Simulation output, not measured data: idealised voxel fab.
The following process module bears the name voxel double patterning.
It is cross-section cut that appears here, measuring 240 nm in width, its square cells being 5 nm in size.
This document writes a cross-section as a grid whose cells are square, and gives it as bands, listed from the top down; one or more rows of cells form a band.
Basically the band line says how high the top is and how high the bottom is, in nm, and then what's in it from left to right, every material with its width in nm. Empty space shows up as "blank", and if a single material carries "full width" it runs the full band edge to edge.
Zero point of the height axis is 0; under it, received wafer = one material. Lowest band: continues down indefinitely, "0 nm and below".
Per-row width for "30 to 40": begins at first number (top row of band), ends at second number (bottom row), increment between rows held constant.
No cell of the cross-section changed in a step that is given as "remained unchanged".
Voids not open to the top, 8 cells minimum: see "Fully sealed voids". Written width x height at distance; distance is from the left edge; nm.
Read whatever lies past the settings on a step's line as the simulator's own remark about the step.
The setting "overlay nm" may be written on the line of a step. When the step uses a mask, the value reports how far to the right of the planned place the mask lay, and a negative value reports that it lay to the left.

The following list gives the planned process steps:
| 1 | RECEIVE with material Si |
| 2 | CONFORMAL_DEP with material SiN, thk nm 5 |
| 3 | DIRECTIONAL_DEP with material SiO2, thk nm 10 |
| 4 | DIRECTIONAL_DEP with material SiCN, thk nm 10 |
| 5 | PATTERN with tone open, mask id FIRST, material resist, width nm 15, pitch nm 50, thk nm 15, overlay nm -15 |
| 6 | DIRECTIONAL_ETCH with etch materials SiCN, depth nm 10 |
| 7 | STRIP with etch materials resist |
| 8 | MASKED_ETCH with tone open, mask id SECOND, width nm 15, pitch nm 50, etch materials SiCN, depth nm 10, overlay nm 0 |
| 9 | DIRECTIONAL_ETCH with etch materials SiO2, depth nm 10 |
| 10 | STRIP with etch materials SiCN |
Every wafer here starts from the same state; it is the step 5 overlay nm that distinguishes them, and the value the plan gives belongs to the first wafer.

Sectional view: first of several wafers, as received, after step 1:
> 0 nm and below: Si full width
> Fully sealed voids: none

Per wafer, end of module: cells gained (+) or lost (-) per material since receipt, then closed voids:
overlay nm -15 | +48 SiN | +70 SiO2 | Fully sealed voids: none
overlay nm -10 | +48 SiN | +66 SiO2 | Fully sealed voids: none
overlay nm -5 | +48 SiN | +66 SiO2 | Fully sealed voids: none
overlay nm 0 | +48 SiN | +66 SiO2 | Fully sealed voids: none
overlay nm 5 | +48 SiN | +66 SiO2 | Fully sealed voids: none
overlay nm 10 | +48 SiN | +66 SiO2 | Fully sealed voids: none
overlay nm 15 | +48 SiN | +70 SiO2 | Fully sealed voids: none
